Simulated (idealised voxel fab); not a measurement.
Documented hereafter: the process module known as voxel gate over fins.
The figure presents cross-section cut, which has a width of 280 nm and is divided into square cells with an edge length of 5 nm.
In this document a cross-section is written as a grid of square cells. It is given as a series of bands, listed from the top down, and a band is one or more rows of cells.
Quick guide to a band line: top height, bottom height (nm) up front; then every material left to right with its width in nm. Only one material and it's marked "throughout"? Then it fills the band edge to edge. And "empty" just means empty space.
The reference from which all heights are counted is 0, the level beneath which the as-received wafer is entirely one material; the lowest band, having no lower bound, proceeds downward and is written after the example "0 down".
Width "30..40": first value at the band's top row of cells, second value at its bottom row, equal change from row to row.
The cross-section has no changed cell in any step marked "same as before".
Basically, "Sealed internal voids" tells you about the enclosed voids: empty spaces with no open way to the top, 8 cells or bigger, each written width x height at distance, where distance is from the left edge, all in nm.
Heads up: the bit after the settings on a step's line is the simulator's remark on that step.
Among the settings permitted on a step's line is "overlay nm"; applied to a step with a mask, it specifies the extent to which the mask lay to the right of its planned position, whereas a negative figure signifies a position to the left.

-- The process steps that were planned are listed below
1 RECEIVE (material Si)
2 CONFORMAL_DEP (material SiN; thk nm 5)
3 PATTERN (tone cover; mask id FINS; material resist; width nm 15; pitch nm 45; thk nm 20; overlay nm 0)
4 DIRECTIONAL_ETCH (etch materials SiN; depth nm 5)
5 DIRECTIONAL_ETCH (etch materials Si; depth nm 30)
6 STRIP (etch materials resist)
7 FILL_DEP (material SiO2; thk nm 5)
8 CMP (height nm 5)
9 SELECTIVE_ETCH (etch materials SiO2; depth nm 15)
10 STRIP (etch materials SiN)
11 CONFORMAL_DEP (material HfO2; thk nm 5)
12 CONFORMAL_DEP (material TiN; thk nm 5)
13 FILL_DEP (material W; thk nm 10)
14 CMP (height nm 15)
15 CONFORMAL_DEP (material SiCN; thk nm 5)

-- The first of a set of two wafers, run to plan

-- Cross-sectional view of the wafer in its as-received condition, corresponding to the state after step 1
    0 down | Si throughout
    Sealed internal voids: none

-- Wafer after step 2 (cross-section)
    5 to 0 | SiN throughout
    Nothing below the height 0 has changed.

-- Wafer after step 3 (cross-section)
    25 to 5 | empty 110; resist 15; empty 30; resist 15; empty 110
    Nothing below the height 5 has changed.

-- Wafer after step 4 (cross-section)
    25 to 5 | empty 110; resist 15; empty 30; resist 15; empty 110
    5 to 0 | empty 110; SiN 15; empty 30; SiN 15; empty 110
    Nothing below the height 0 has changed.

-- Wafer after step 5 (cross-section)
    25 to 5 | empty 110; resist 15; empty 30; resist 15; empty 110
    5 to 0 | empty 110; SiN 15; empty 30; SiN 15; empty 110
    0 to -30 | empty 110; Si 15; empty 30; Si 15; empty 110
    Nothing below the height -30 has changed.

-- Wafer after step 6 (cross-section)
    5 to 0 | empty 110; SiN 15; empty 30; SiN 15; empty 110
    Nothing below the height 0 has changed.

-- Wafer after step 7 (cross-section)
    10 to 5 | SiO2 throughout
    5 to 0 | SiO2 110; SiN 15; SiO2 30; SiN 15; SiO2 110
    0 to -30 | SiO2 110; Si 15; SiO2 30; Si 15; SiO2 110
    Nothing below the height -30 has changed.

-- Wafer after step 8 (cross-section)
    5 to 0 | SiO2 110; SiN 15; SiO2 30; SiN 15; SiO2 110
    Nothing below the height 0 has changed.

-- Wafer after step 9 (cross-section)
    5 to 0 | empty 110; SiN 15; empty 30; SiN 15; empty 110
    0 to -10 | empty 110; Si 15; empty 30; Si 15; empty 110
    Nothing below the height -10 has changed.

-- Wafer after step 10 (cross-section)
    0 to -10 | empty 110; Si 15; empty 30; Si 15; empty 110
    Nothing below the height -10 has changed.

-- Wafer after step 11 (cross-section)
    5 to 0 | empty 105; HfO2 25; empty 20; HfO2 25; empty 105
    0 to -5 | empty 105; HfO2 5; Si 15; HfO2 5; empty 20; HfO2 5; Si 15; HfO2 5; empty 105
    -5 to -10 | HfO2 110; Si 15; HfO2 30; Si 15; HfO2 110
    Nothing below the height -10 has changed.

-- Wafer after step 12 (cross-section)
    10 to 5 | empty 100; TiN 35; empty 10; TiN 35; empty 100
    5 to 0 | empty 100; TiN 5; HfO2 25; TiN 5; empty 10; TiN 5; HfO2 25; TiN 5; empty 100
    0 to -5 | TiN 105; HfO2 5; Si 15; HfO2 5; TiN 20; HfO2 5; Si 15; HfO2 5; TiN 105
    Nothing below the height -5 has changed.

-- Wafer after step 13 (cross-section)
    20 to 10 | W throughout
    10 to 5 | W 100; TiN 35; W 10; TiN 35; W 100
    5 to 0 | W 100; TiN 5; HfO2 25; TiN 5; W 10; TiN 5; HfO2 25; TiN 5; W 100
    Nothing below the height 0 has changed.

-- Wafer after step 14 (cross-section)
    15 to 10 | W throughout
    Nothing below the height 10 has changed.

-- Wafer after step 15 (cross-section)
    20 to 15 | SiCN throughout
    Nothing below the height 15 has changed.

-- Wafer two: like wafer one in start and plan, but with one mistake in execution; identical up to and including step 10

The second wafer in cross-section, at the planned close of step 11: same as before

-- The second wafer in cross-section, at the planned close of step 12
    5 to 0 | empty 105; TiN 25; empty 20; TiN 25; empty 105
    0 to -5 | empty 105; TiN 5; Si 15; TiN 5; empty 20; TiN 5; Si 15; TiN 5; empty 105
    -5 to -10 | TiN 110; Si 15; TiN 30; Si 15; TiN 110
    Nothing below the height -10 has changed.

-- The second wafer in cross-section, at the planned close of step 13
    15 to 5 | W throughout
    5 to 0 | W 105; TiN 25; W 20; TiN 25; W 105
    0 to -5 | W 105; TiN 5; Si 15; TiN 5; W 20; TiN 5; Si 15; TiN 5; W 105
    Nothing below the height -5 has changed.

The second wafer in cross-section, at the planned close of step 14: same as before

-- The second wafer in cross-section, at the planned close of step 15
    20 to 15 | SiCN throughout
    Nothing below the height 15 has changed.
So what did we get wrong on this run? heads up, step 11 of the plan was skipped and never actually ran
Count the cells at the end and the second wafer has more or fewer of some materials than the first: -64 HfO2 | +64 W
